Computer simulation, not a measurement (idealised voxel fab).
process module | voxel self aligned vias
cross-section cut | 225 nm wide | cells 5 nm
A cross-section is a grid of square cells, given in bands from the top down. A band is one or more rows of cells.
Each band's line starts with the height of the band's top and of its bottom, in nm. Then come its materials from left to right, each with its width in nm. One material with "throughout" fills the band from edge to edge. "air" is empty space.
Height 0 is the level under which the wafer as received is all one material. The lowest band goes on downwards, as in "0 down".
A width such as "30 to 40" changes by the same amount from each row of cells to the next, from the band's top row to its bottom row.
"no change" after a step means that no cell of the cross-section changed.
closed voids: empty space of 8 cells or more with no open way to the top, each as width x height at its distance from the left edge, in nm
after a step's settings: what the simulator itself notes on the step
overlay nm, on a step with a mask: how far to the right of its planned place the mask lay; to the left if negative
plan
1 op RECEIVE | material Si
2 op CONFORMAL_DEP | material SiO2 | thk nm 10
3 op CONFORMAL_DEP | material SiCN | thk nm 5
4 op DIRECTIONAL_DEP | material lowk | thk nm 20
5 op DIRECTIONAL_DEP | material aC | thk nm 10
6 op PATTERN | tone open | mask id LINES | material resist | width nm 20 | pitch nm 55 | thk nm 25 | overlay nm 0
7 op DIRECTIONAL_ETCH | etch materials aC | depth nm 10
8 op STRIP | etch materials resist
9 op DIRECTIONAL_ETCH | etch materials lowk | depth nm 20
10 op STRIP | etch materials aC
11 op CONFORMAL_DEP | material TiN | thk nm 5
12 op FILL_DEP | material Ru | thk nm 10
13 op CMP | height nm 35
14 op SELECTIVE_ETCH | etch materials W Ru TiN | depth nm 5
15 op FILL_DEP | material SiN | thk nm 10
16 op CMP | height nm 35
17 op DIRECTIONAL_DEP | material lowk | thk nm 15
18 op DIRECTIONAL_DEP | material aC | thk nm 10
19 op PATTERN | tone open | mask id VIAS | material resist | width nm 30 | pitch nm 110 | thk nm 25 | overlay nm 0
20 op DIRECTIONAL_ETCH | etch materials aC | depth nm 10
21 op STRIP | etch materials resist
22 op DIRECTIONAL_ETCH | etch materials lowk | depth nm 15
23 op DIRECTIONAL_ETCH | etch materials SiN | depth nm 5
24 op STRIP | etch materials aC
25 op CONFORMAL_DEP | material TiN | thk nm 5
26 op FILL_DEP | material Ru | thk nm 10
27 op CMP | height nm 50
28 op CONFORMAL_DEP | material SiCN | thk nm 5
varied across the wafers: width nm of step 19. The plan shows the first wafer's value. All wafers start alike
first wafer as received, after step 1
  0 down: Si throughout
  closed voids: none
first wafer at the end, after step 28
  55 to 50: SiCN throughout
  50 to 40: lowk 40 | TiN 5 | Ru 20 | TiN 5 | lowk 80 | TiN 5 | Ru 20 | TiN 5 | lowk 45
  40 to 35: lowk 40 | TiN 10 | Ru 10 | TiN 10 | lowk 80 | TiN 10 | Ru 10 | TiN 10 | lowk 45
  35 to 30: lowk 45 | TiN 20 | lowk 35 | SiN 20 | lowk 35 | TiN 20 | lowk 50
  30 to 20: lowk 45 | TiN 5 | Ru 10 | TiN 5 | lowk 35 | TiN 5 | Ru 10 | TiN 5 | lowk 35 | TiN 5 | Ru 10 | TiN 5 | lowk 50
  20 to 15: lowk 45 | TiN 20 | lowk 35 | TiN 20 | lowk 35 | TiN 20 | lowk 50
  15 to 10: SiCN throughout
  10 to 0: SiO2 throughout
  0 down: Si throughout
  closed voids: none
last wafer at the end
  55 to 50: SiCN throughout
  50 to 40: lowk 30 | TiN 5 | Ru 45 | TiN 5 | lowk 55 | TiN 5 | Ru 45 | TiN 5 | lowk 30
  40 to 35: lowk 30 | TiN 20 | Ru 10 | TiN 25 | lowk 55 | TiN 20 | Ru 10 | TiN 25 | lowk 30
  35 to 30: lowk 45 | TiN 20 | lowk 35 | SiN 20 | lowk 35 | TiN 20 | lowk 50
  30 to 20: lowk 45 | TiN 5 | Ru 10 | TiN 5 | lowk 35 | TiN 5 | Ru 10 | TiN 5 | lowk 35 | TiN 5 | Ru 10 | TiN 5 | lowk 50
  20 to 15: lowk 45 | TiN 20 | lowk 35 | TiN 20 | lowk 35 | TiN 20 | lowk 50
  15 to 10: SiCN throughout
  10 to 0: SiO2 throughout
  0 down: Si throughout
  closed voids: none
each wafer at the end: cells of each material gained (+) or lost (-) since it was received, then its closed voids
width nm 30 | +32 Ru | +90 SiCN | +4 SiN | +90 SiO2 | +48 TiN | +231 lowk | closed voids: none
width nm 35 | +36 Ru | +90 SiCN | +4 SiN | +90 SiO2 | +50 TiN | +225 lowk | closed voids: none
width nm 40 | +40 Ru | +90 SiCN | +4 SiN | +90 SiO2 | +52 TiN | +219 lowk | closed voids: none
width nm 45 | +44 Ru | +90 SiCN | +4 SiN | +90 SiO2 | +54 TiN | +213 lowk | closed voids: none
width nm 50 | +48 Ru | +90 SiCN | +4 SiN | +90 SiO2 | +56 TiN | +207 lowk | closed voids: none
width nm 55 | +52 Ru | +90 SiCN | +4 SiN | +90 SiO2 | +58 TiN | +201 lowk | closed voids: none
